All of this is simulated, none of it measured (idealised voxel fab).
You're looking at the process module voxel fin reveal.
FYI the section here is cut, 220 nm wide, cells are 5 nm squares.
Reading order for cross-sections: top band down to bottom band. Underlying form: a grid of square cells. Band size: one or more rows of cells.
In this notation a band is specified by the heights of its top and bottom, in that order and in nm, after which its materials appear from left to right, each paired with its width in nm. The word "edge to edge" attached to a single material means that material fills the band from edge to edge; the word "empty" stands for empty space.
Height datum 0, below which the as-received substrate wafer is one material. Lowest band open at the bottom, running downward: "top 0, no bottom".
It should be noted that a width expressed as "30 to 40" varies in equal increments from row to row of cells within the band, taking the value of the first number at the top row and that of the second number at the bottom row.
"no change occurred" after a step means that no cell of the cross-section changed.
Entry "Cavities, closed". Content: empty spaces with no open connection to the top, size 8 cells or greater. Each: width x height at distance. Distance: from left edge. Unit: nm.
Whatever follows a step's settings on its line is a remark the simulator itself makes about that step.
overlay nm: where the mask lay relative to plan, measured to the right, on steps with a mask; negatives go left.

[The steps planned for the process are as follows]
- 1: op RECEIVE | material Si
- 2: op CONFORMAL_DEP | material SiN | thk nm 10
- 3: op MASKED_ETCH | tone cover | mask id FINS | width nm 15 | pitch nm 35 | etch materials SiN | depth nm 10 | overlay nm 0
- 4: op MASKED_ETCH | tone cover | mask id FINS | width nm 15 | pitch nm 35 | etch materials Si | depth nm 40 | overlay nm 0
- 5: op OXIDIZE | depth nm 5
- 6: op FILL_DEP | material SiO2 | thk nm 15
- 7: op CMP | height nm 10
- 8: op SELECTIVE_ETCH | etch materials SiO2 | depth nm 30
- 9: op STRIP | etch materials SiN

[Cross-section: wafer on arrival = after step 1]
    top 0, no bottom | Si edge to edge
    Cavities, closed: none

[The first of two wafers, cross-sectioned at the end of the module, with the run proceeding as planned]
    top 0, bottom -20 | empty 70  Si 5  empty 30  Si 5  empty 30  Si 5  empty 75
    top -20, bottom -45 | SiO2 70  Si 5  SiO2 30  Si 5  SiO2 30  Si 5  SiO2 75
    top -45, no bottom | Si edge to edge
    Cavities, closed: none

[End of module, second wafer, cross-section. Started like the first, planned like the first, run with one mistake]
    top 0, bottom -40 | empty 65  SiO2 5  Si 5  SiO2 5  empty 20  SiO2 5  Si 5  SiO2 5  empty 20  SiO2 5  Si 5  SiO2 5  empty 70
    top -40, bottom -45 | SiO2 70  Si 5  SiO2 30  Si 5  SiO2 30  Si 5  SiO2 75
    top -45, no bottom | Si edge to edge
    Cavities, closed: none
The plan and the run diverged here: in deviation from the planned setting, step 6 was conducted as op FILL_DEP | material SiN | thk nm 15
Final cells, second wafer relative to first, materials higher or lower: -116 SiO2
